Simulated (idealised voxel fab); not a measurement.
Process module name: voxel air gaps
FYI the section here is cut, 165 nm wide, cells are 5 nm squares.
A cross-section is written here as square cells arranged in a grid, and it is given in bands from the top down, each band taking up one or more rows of cells.
Look at the band entry: it leads with the top's height and the bottom's height in nm. Then it lists the materials left to right, with a width in nm for each. The word "throughout" on a single material says that material fills the band edge to edge. The word "blank" is empty space.
Ref level 0: as-received wafer is one material below here. Bottom band extends down with no lower bound ("0 -> down").
A width given as "30->40" starts at the first number in the band's top row and ends at the second number in its bottom row, shifting by an equal amount at every step from row to row.
Take "remained unchanged" at face value: in the step it is given for, the cross-section changed in none of its cells.
Empty spaces counting at least 8 cells and having no open way to the top are listed in "Internal closed voids". The notation width x height at distance is used for each, the distance being from the left edge and all three values in nm.
The remark found on a step's line after its settings is issued by the simulator itself and pertains to that step.
On any step carrying a mask, the "overlay nm" setting, if present on the step's line, tells how far right of its planned place the mask lay; negative values point to the left.
Steps in the process plan:
| 1 | RECEIVE [material Si] |
| 2 | CONFORMAL_DEP [material SiO2] [thk nm 10] |
| 3 | CONFORMAL_DEP [material SiN] [thk nm 5] |
| 4 | DIRECTIONAL_DEP [material lowk] [thk nm 35] |
| 5 | PATTERN [tone open] [mask id LINES] [material resist] [width nm 15] [pitch nm 45] [thk nm 20] [overlay nm 0] |
| 6 | DIRECTIONAL_ETCH [etch materials lowk] [depth nm 35] |
| 7 | STRIP [etch materials resist] |
| 8 | CONFORMAL_DEP [material TiN] [thk nm 5] |
| 9 | FILL_DEP [material Ru] [thk nm 5] |
| 10 | CMP [height nm 50] |
| 11 | EPI [material Ru] [thk nm 10] |
| 12 | SELECTIVE_ETCH [etch materials lowk] [depth nm 45] |
| 13 | CONFORMAL_DEP [material SiCN] [thk nm 5] |
Concerning the first of two wafers, which was run in accordance with the plan:
Wafer cross-section on receipt, i.e. after step 1:
> 0 -> down | Si throughout
> Internal closed voids: none
You're looking at a cross-section of the wafer after step 2:
> 10 -> 0 | SiO2 throughout
> Note: structure below 0 unchanged.
You're looking at a cross-section of the wafer after step 3:
> 15 -> 10 | SiN throughout
> Note: structure below 10 unchanged.
You're looking at a cross-section of the wafer after step 4:
> 50 -> 15 | lowk throughout
> Note: structure below 15 unchanged.
You're looking at a cross-section of the wafer after step 5:
> 70 -> 50 | resist 30 / blank 15 / resist 30 / blank 15 / resist 30 / blank 15 / resist 30
> Note: structure below 50 unchanged.
You're looking at a cross-section of the wafer after step 6:
> 70 -> 50 | resist 30 / blank 15 / resist 30 / blank 15 / resist 30 / blank 15 / resist 30
> 50 -> 15 | lowk 30 / blank 15 / lowk 30 / blank 15 / lowk 30 / blank 15 / lowk 30
> Note: structure below 15 unchanged.
You're looking at a cross-section of the wafer after step 7:
> 50 -> 15 | lowk 30 / blank 15 / lowk 30 / blank 15 / lowk 30 / blank 15 / lowk 30
> Note: structure below 15 unchanged.
You're looking at a cross-section of the wafer after step 8:
> 55 -> 50 | TiN 35 / blank 5 / TiN 40 / blank 5 / TiN 40 / blank 5 / TiN 35
> 50 -> 20 | lowk 30 / TiN 5 / blank 5 / TiN 5 / lowk 30 / TiN 5 / blank 5 / TiN 5 / lowk 30 / TiN 5 / blank 5 / TiN 5 / lowk 30
> 20 -> 15 | lowk 30 / TiN 15 / lowk 30 / TiN 15 / lowk 30 / TiN 15 / lowk 30
> Note: structure below 15 unchanged.
You're looking at a cross-section of the wafer after step 9:
> 60 -> 55 | Ru throughout
> 55 -> 50 | TiN 35 / Ru 5 / TiN 40 / Ru 5 / TiN 40 / Ru 5 / TiN 35
> 50 -> 20 | lowk 30 / TiN 5 / Ru 5 / TiN 5 / lowk 30 / TiN 5 / Ru 5 / TiN 5 / lowk 30 / TiN 5 / Ru 5 / TiN 5 / lowk 30
> Note: structure below 20 unchanged.
You're looking at a cross-section of the wafer after step 10:
> 50 -> 20 | lowk 30 / TiN 5 / Ru 5 / TiN 5 / lowk 30 / TiN 5 / Ru 5 / TiN 5 / lowk 30 / TiN 5 / Ru 5 / TiN 5 / lowk 30
> Note: structure below 20 unchanged.
You're looking at a cross-section of the wafer after step 11:
> 60 -> 50 | blank 20 / Ru 35 / blank 10 / Ru 35 / blank 10 / Ru 35 / blank 20
> Note: structure below 50 unchanged.
You're looking at a cross-section of the wafer after step 12:
> 60 -> 50 | blank 20 / Ru 35 / blank 10 / Ru 35 / blank 10 / Ru 35 / blank 20
> 50 -> 20 | blank 30 / TiN 5 / Ru 5 / TiN 5 / blank 30 / TiN 5 / Ru 5 / TiN 5 / blank 30 / TiN 5 / Ru 5 / TiN 5 / blank 30
> 20 -> 15 | blank 30 / TiN 15 / blank 30 / TiN 15 / blank 30 / TiN 15 / blank 30
> Note: structure below 15 unchanged.
You're looking at a cross-section of the wafer after step 13:
> 65 -> 60 | blank 15 / SiCN 135 / blank 15
> 60 -> 50 | blank 15 / SiCN 5 / Ru 35 / SiCN 10 / Ru 35 / SiCN 10 / Ru 35 / SiCN 5 / blank 15
> 50 -> 45 | blank 15 / SiCN 15 / TiN 5 / Ru 5 / TiN 5 / SiCN 30 / TiN 5 / Ru 5 / TiN 5 / SiCN 30 / TiN 5 / Ru 5 / TiN 5 / SiCN 15 / blank 15
> 45 -> 20 | blank 25 / SiCN 5 / TiN 5 / Ru 5 / TiN 5 / SiCN 5 / blank 20 / SiCN 5 / TiN 5 / Ru 5 / TiN 5 / SiCN 5 / blank 20 / SiCN 5 / TiN 5 / Ru 5 / TiN 5 / SiCN 5 / blank 25
> 20 -> 15 | SiCN 30 / TiN 15 / SiCN 30 / TiN 15 / SiCN 30 / TiN 15 / SiCN 30
> Note: structure below 15 unchanged.
> Internal closed voids: 20 x 25 at 50; 20 x 25 at 95
The second wafer: identical to the first at the outset and in its planned sequence, differing only in that one mistake was made during processing; up to and including step 4, its path is the first wafer's path:
Planned end of step 5: second wafer, cross-section:
> 70 -> 50 | resist 40 / blank 15 / resist 30 / blank 15 / resist 30 / blank 15 / resist 20
> Note: structure below 50 unchanged.
Planned end of step 6: second wafer, cross-section:
> 70 -> 50 | resist 40 / blank 15 / resist 30 / blank 15 / resist 30 / blank 15 / resist 20
> 50 -> 15 | lowk 40 / blank 15 / lowk 30 / blank 15 / lowk 30 / blank 15 / lowk 20
> Note: structure below 15 unchanged.
Planned end of step 7: second wafer, cross-section:
> 50 -> 15 | lowk 40 / blank 15 / lowk 30 / blank 15 / lowk 30 / blank 15 / lowk 20
> Note: structure below 15 unchanged.
Planned end of step 8: second wafer, cross-section:
> 55 -> 50 | TiN 45 / blank 5 / TiN 40 / blank 5 / TiN 40 / blank 5 / TiN 25
> 50 -> 20 | lowk 40 / TiN 5 / blank 5 / TiN 5 / lowk 30 / TiN 5 / blank 5 / TiN 5 / lowk 30 / TiN 5 / blank 5 / TiN 5 / lowk 20
> 20 -> 15 | lowk 40 / TiN 15 / lowk 30 / TiN 15 / lowk 30 / TiN 15 / lowk 20
> Note: structure below 15 unchanged.
Planned end of step 9: second wafer, cross-section:
> 60 -> 55 | Ru throughout
> 55 -> 50 | TiN 45 / Ru 5 / TiN 40 / Ru 5 / TiN 40 / Ru 5 / TiN 25
> 50 -> 20 | lowk 40 / TiN 5 / Ru 5 / TiN 5 / lowk 30 / TiN 5 / Ru 5 / TiN 5 / lowk 30 / TiN 5 / Ru 5 / TiN 5 / lowk 20
> Note: structure below 20 unchanged.
Planned end of step 10: second wafer, cross-section:
> 50 -> 20 | lowk 40 / TiN 5 / Ru 5 / TiN 5 / lowk 30 / TiN 5 / Ru 5 / TiN 5 / lowk 30 / TiN 5 / Ru 5 / TiN 5 / lowk 20
> Note: structure below 20 unchanged.
Planned end of step 11: second wafer, cross-section:
> 60 -> 50 | blank 30 / Ru 35 / blank 10 / Ru 35 / blank 10 / Ru 35 / blank 10
> Note: structure below 50 unchanged.
Planned end of step 12: second wafer, cross-section:
> 60 -> 50 | blank 30 / Ru 35 / blank 10 / Ru 35 / blank 10 / Ru 35 / blank 10
> 50 -> 20 | blank 40 / TiN 5 / Ru 5 / TiN 5 / blank 30 / TiN 5 / Ru 5 / TiN 5 / blank 30 / TiN 5 / Ru 5 / TiN 5 / blank 20
> 20 -> 15 | blank 40 / TiN 15 / blank 30 / TiN 15 / blank 30 / TiN 15 / blank 20
> Note: structure below 15 unchanged.
Planned end of step 13: second wafer, cross-section:
> 65 -> 60 | blank 25 / SiCN 135 / blank 5
> 60 -> 50 | blank 25 / SiCN 5 / Ru 35 / SiCN 10 / Ru 35 / SiCN 10 / Ru 35 / SiCN 5 / blank 5
> 50 -> 45 | blank 25 / SiCN 15 / TiN 5 / Ru 5 / TiN 5 / SiCN 30 / TiN 5 / Ru 5 / TiN 5 / SiCN 30 / TiN 5 / Ru 5 / TiN 5 / SiCN 15 / blank 5
> 45 -> 20 | blank 35 / SiCN 5 / TiN 5 / Ru 5 / TiN 5 / SiCN 5 / blank 20 / SiCN 5 / TiN 5 / Ru 5 / TiN 5 / SiCN 5 / blank 20 / SiCN 5 / TiN 5 / Ru 5 / TiN 5 / SiCN 5 / blank 15
> 20 -> 15 | SiCN 40 / TiN 15 / SiCN 30 / TiN 15 / SiCN 30 / TiN 15 / SiCN 20
> Note: structure below 15 unchanged.
> Internal closed voids: 20 x 25 at 60; 20 x 25 at 105
Where did the run depart from the plan? step 5 went in with a setting other than planned; the actual run was PATTERN [tone open] [mask id LINES] [material resist] [width nm 15] [pitch nm 45] [thk nm 20] [overlay nm 10]
Heads up: at the end the two wafers have identical cell counts per material, they're just laid out differently.
